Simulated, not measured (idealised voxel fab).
A process module follows: voxel ribs on slabs.
Cross-section cut: width 150 nm, square cells of 5 nm.
When this document writes out a cross-section, it uses a grid of square cells and lists it as bands, beginning at the top and moving down, with a band standing for one or more rows of cells. It is stipulated that each band's entry specify, in nanometres, the height of the top of the band and then that of its bottom, followed by the materials of the band in left-to-right sequence, each together with its width in nanometres. A single material marked by the word "full width" is understood to fill the band from edge to edge; the word "air" is understood to denote empty space. The level at which height equals 0 is the one under which the wafer, as it arrives, is entirely one material. No lower edge exists for the bottom band, which continues downward and is notated as in "from 0 down". You'd read "30 to 40" like this: the band's top row of cells is as wide as the first number, its bottom row is as wide as the second, and going down, every row changes width by the same amount as the row before did. When a step is marked "nothing was modified", none of the cells in the cross-section changed during that step. Voids not open to the top, 8 cells minimum: see "Closed-off voids". Written width x height at distance; distance is from the left edge; nm. Formally, on a step line, whatever follows the settings is a remark that the simulator itself makes on the step. overlay nm: step with mask; distance mask lay right of planned place; negative value = left of planned place.

Plan:
1 RECEIVE [material Si]
2 DIRECTIONAL_DEP [material SiO2] [thk nm 25]
3 DIRECTIONAL_DEP [material SiN] [thk nm 15]
4 PATTERN [tone cover] [mask id RIB] [material resist] [width nm 15] [thk nm 15] [overlay nm 0]
5 DIRECTIONAL_ETCH [etch materials SiN] [depth nm 10]
6 STRIP [etch materials resist]
7 MASKED_ETCH [tone cover] [mask id SLAB] [width nm 55] [etch materials SiN] [depth nm 5] [overlay nm 0]
8 FILL_DEP [material SiO2] [thk nm 15]
9 CMP [height nm 50]
10 DIRECTIONAL_DEP [material TiN] [thk nm 5]
11 PATTERN [tone cover] [mask id HEATER] [material resist] [width nm 25] [thk nm 20] [overlay nm 0]
12 DIRECTIONAL_ETCH [etch materials TiN] [depth nm 5]
13 STRIP [etch materials resist]
14 CONFORMAL_DEP [material SiN] [thk nm 5]

What follows covers the first of two wafers; it ran as planned:

Delivered wafer in cross-section: state after step 1:
* from 0 down = Si full width
* Closed-off voids: none

Wafer xsec, post step 2:
* from 25 to 0 = SiO2 full width
* Lower than 0, everything is as it was.

Wafer xsec, post step 3:
* from 40 to 25 = SiN full width
* Lower than 25, everything is as it was.

Wafer xsec, post step 4:
* from 55 to 40 = air 65; resist 15; air 70
* Lower than 40, everything is as it was.

Wafer xsec, post step 5:
* from 55 to 40 = air 65; resist 15; air 70
* from 40 to 30 = air 65; SiN 15; air 70
* Lower than 30, everything is as it was.

Wafer xsec, post step 6:
* from 40 to 30 = air 65; SiN 15; air 70
* Lower than 30, everything is as it was.

Wafer xsec, post step 7:
* from 40 to 30 = air 65; SiN 15; air 70
* from 30 to 25 = air 45; SiN 55; air 50
* Lower than 25, everything is as it was.

Wafer xsec, post step 8:
* from 55 to 40 = SiO2 full width
* from 40 to 30 = SiO2 65; SiN 15; SiO2 70
* from 30 to 25 = SiO2 45; SiN 55; SiO2 50
* Lower than 25, everything is as it was.

Wafer xsec, post step 9:
* from 50 to 40 = SiO2 full width
* Lower than 40, everything is as it was.

Wafer xsec, post step 10:
* from 55 to 50 = TiN full width
* Lower than 50, everything is as it was.

Wafer xsec, post step 11:
* from 75 to 55 = air 60; resist 25; air 65
* Lower than 55, everything is as it was.

Wafer xsec, post step 12:
* from 75 to 55 = air 60; resist 25; air 65
* from 55 to 50 = air 60; TiN 25; air 65
* Lower than 50, everything is as it was.

Wafer xsec, post step 13:
* from 55 to 50 = air 60; TiN 25; air 65
* Lower than 50, everything is as it was.

Wafer xsec, post step 14:
* from 60 to 55 = air 55; SiN 35; air 60
* from 55 to 50 = SiN 60; TiN 25; SiN 65
* Lower than 50, everything is as it was.

Second Wafer (Identical Start and Plan, One Processing Error; Matches First Wafer Through Step 3):

Second wafer cross-section, taken as of the time the plan sets for step 4 to be done:
* from 55 to 40 = air 70; resist 15; air 65
* Lower than 40, everything is as it was.

Second wafer cross-section, taken as of the time the plan sets for step 5 to be done:
* from 55 to 40 = air 70; resist 15; air 65
* from 40 to 30 = air 70; SiN 15; air 65
* Lower than 30, everything is as it was.

Second wafer cross-section, taken as of the time the plan sets for step 6 to be done:
* from 40 to 30 = air 70; SiN 15; air 65
* Lower than 30, everything is as it was.

Second wafer cross-section, taken as of the time the plan sets for step 7 to be done:
* from 40 to 30 = air 70; SiN 15; air 65
* from 30 to 25 = air 45; SiN 55; air 50
* Lower than 25, everything is as it was.

Second wafer cross-section, taken as of the time the plan sets for step 8 to be done:
* from 55 to 40 = SiO2 full width
* from 40 to 30 = SiO2 70; SiN 15; SiO2 65
* from 30 to 25 = SiO2 45; SiN 55; SiO2 50
* Lower than 25, everything is as it was.

Second wafer cross-section, taken as of the time the plan sets for step 9 to be done:
* from 50 to 40 = SiO2 full width
* Lower than 40, everything is as it was.

Second wafer cross-section, taken as of the time the plan sets for step 10 to be done:
* from 55 to 50 = TiN full width
* Lower than 50, everything is as it was.

Second wafer cross-section, taken as of the time the plan sets for step 11 to be done:
* from 75 to 55 = air 60; resist 25; air 65
* Lower than 55, everything is as it was.

Second wafer cross-section, taken as of the time the plan sets for step 12 to be done:
* from 75 to 55 = air 60; resist 25; air 65
* from 55 to 50 = air 60; TiN 25; air 65
* Lower than 50, everything is as it was.

Second wafer cross-section, taken as of the time the plan sets for step 13 to be done:
* from 55 to 50 = air 60; TiN 25; air 65
* Lower than 50, everything is as it was.

Second wafer cross-section, taken as of the time the plan sets for step 14 to be done:
* from 60 to 55 = air 55; SiN 35; air 60
* from 55 to 50 = SiN 60; TiN 25; SiN 65
* Lower than 50, everything is as it was.
Error vs. plan: step 4, actual vs plan mismatch, actual run PATTERN [tone cover] [mask id RIB] [material resist] [width nm 15] [thk nm 15] [overlay nm 5]
Final state: per-material cell counts identical on both wafers; locations differ.
